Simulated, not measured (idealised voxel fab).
This section sets out a process module, namely voxel wiring stack.
Square cell edge 5 nm, section width 195 nm, ID cut.
Format of a cross-section: grid, square cells. Given as bands. Order: top down. Band: one or more rows of cells.
Quick guide to a band line: top height, bottom height (nm) up front; then every material left to right with its width in nm. Only one material and it's marked "everywhere"? Then it fills the band edge to edge. And "air" just means empty space.
Heights from 0 (as-received wafer is one material below). Bottom band endless downward, as "0 nm and below".
Quick explanation for "30 to 40": the width changes in equal steps down the rows of cells, from the first number in the band's top row to the second number in its bottom row.
For the purposes of this document, the phrase "stayed the same" attached to a step denotes that no cell within the cross-section was modified by that step.
Entry "Closed empty spaces" = empty spaces >= 8 cells with no open way to the top; each as width x height at distance, distance from left edge, all nm.
Anything after a step's settings on that line? It's the simulator's own note about the step.
Regarding "overlay nm": on a step with a mask, it is the distance the mask lay to the right of its planned place; a negative value places it to the left.

## The steps planned for the process are as follows
1: RECEIVE | material Si
2: CONFORMAL_DEP | material SiO2 | thk nm 10
3: CONFORMAL_DEP | material SiCN | thk nm 5
4: DIRECTIONAL_DEP | material SiO2 | thk nm 15
5: PATTERN | tone open | mask id METAL_1 | material resist | width nm 25 | pitch nm 55 | thk nm 15 | overlay nm 0
6: DIRECTIONAL_ETCH | etch materials SiO2 | depth nm 15
7: DIRECTIONAL_ETCH | etch materials SiCN | depth nm 5
8: STRIP | etch materials resist
9: CONFORMAL_DEP | material TiN | thk nm 5
10: FILL_DEP | material W | thk nm 5
11: CMP | height nm 30
12: CONFORMAL_DEP | material SiCN | thk nm 5
13: DIRECTIONAL_DEP | material lowk | thk nm 15
14: PATTERN | tone open | mask id PLUG_1 | material resist | width nm 15 | pitch nm 55 | thk nm 15 | overlay nm 0
15: DIRECTIONAL_ETCH | etch materials lowk | depth nm 15
16: DIRECTIONAL_ETCH | etch materials SiCN | depth nm 5
17: STRIP | etch materials resist
18: CONFORMAL_DEP | material TiN | thk nm 5
19: FILL_DEP | material Ru | thk nm 10
20: CMP | height nm 50
21: DIRECTIONAL_DEP | material TiN | thk nm 5
22: DIRECTIONAL_DEP | material W | thk nm 15
23: DIRECTIONAL_DEP | material aC | thk nm 10
24: PATTERN | tone cover | mask id METAL_2 | material resist | width nm 25 | pitch nm 55 | thk nm 25 | overlay nm 0
25: DIRECTIONAL_ETCH | etch materials aC | depth nm 10
26: STRIP | etch materials resist
27: DIRECTIONAL_ETCH | etch materials W | depth nm 15
28: DIRECTIONAL_ETCH | etch materials TiN | depth nm 5
29: STRIP | etch materials aC
30: CONFORMAL_DEP | material SiN | thk nm 5
31: FILL_DEP | material SiO2 | thk nm 5
32: CMP | height nm 70
33: CONFORMAL_DEP | material SiCN | thk nm 5
34: DIRECTIONAL_DEP | material lowk | thk nm 25
35: MASKED_ETCH | tone open | mask id METAL_3_HOLES | width nm 15 | etch materials lowk | depth nm 25 | overlay nm 0
36: PATTERN | tone open | mask id METAL_3 | material resist | width nm 25 | pitch nm 55 | thk nm 20 | overlay nm 0
37: DIRECTIONAL_ETCH | etch materials lowk | depth nm 15
38: DIRECTIONAL_ETCH | etch materials SiCN | depth nm 5
39: STRIP | etch materials resist
40: CONFORMAL_DEP | material TiN | thk nm 5
41: FILL_DEP | material Cu | thk nm 10
42: CMP | height nm 100
43: CONFORMAL_DEP | material SiCN | thk nm 5

## Wafer as received: cross-section following step 1
- 0 nm and below | Si everywhere
- Closed empty spaces: none

## Here's the wafer cut in cross-section after the module, started and planned just like above, except one thing was done wrong in the run
- 105 nm to 100 nm | SiCN everywhere
- 100 nm to 90 nm | 55 nm lowk, 5 nm TiN, 15 nm Cu, 5 nm TiN, 30 nm lowk, 5 nm TiN, 15 nm Cu, 5 nm TiN, 60 nm lowk
- 90 nm to 85 nm | 55 nm lowk, 5 nm TiN, 5 nm Cu, 15 nm TiN, 30 nm lowk, 25 nm TiN, 60 nm lowk
- 85 nm to 75 nm | 55 nm lowk, 5 nm TiN, 5 nm Cu, 5 nm TiN, 125 nm lowk
- 75 nm to 70 nm | 55 nm SiCN, 15 nm TiN, 125 nm SiCN
- 70 nm to 55 nm | 50 nm SiO2, 5 nm SiN, 25 nm W, 5 nm SiN, 20 nm SiO2, 5 nm SiN, 25 nm W, 5 nm SiN, 55 nm SiO2
- 55 nm to 50 nm | 55 nm SiN, 25 nm TiN, 30 nm SiN, 25 nm TiN, 60 nm SiN
- 50 nm to 35 nm | 55 nm lowk, 5 nm TiN, 5 nm Ru, 5 nm TiN, 40 nm lowk, 5 nm TiN, 5 nm Ru, 5 nm TiN, 70 nm lowk
- 35 nm to 30 nm | 55 nm SiCN, 15 nm TiN, 40 nm SiCN, 15 nm TiN, 70 nm SiCN
- 30 nm to 15 nm | W everywhere
- 15 nm to 10 nm | SiCN everywhere
- 10 nm to 0 nm | SiO2 everywhere
- 0 nm and below | Si everywhere
- Closed empty spaces: none
The mistake made against the process plan was this: step 4 off recipe, ran as DIRECTIONAL_DEP | material W | thk nm 15
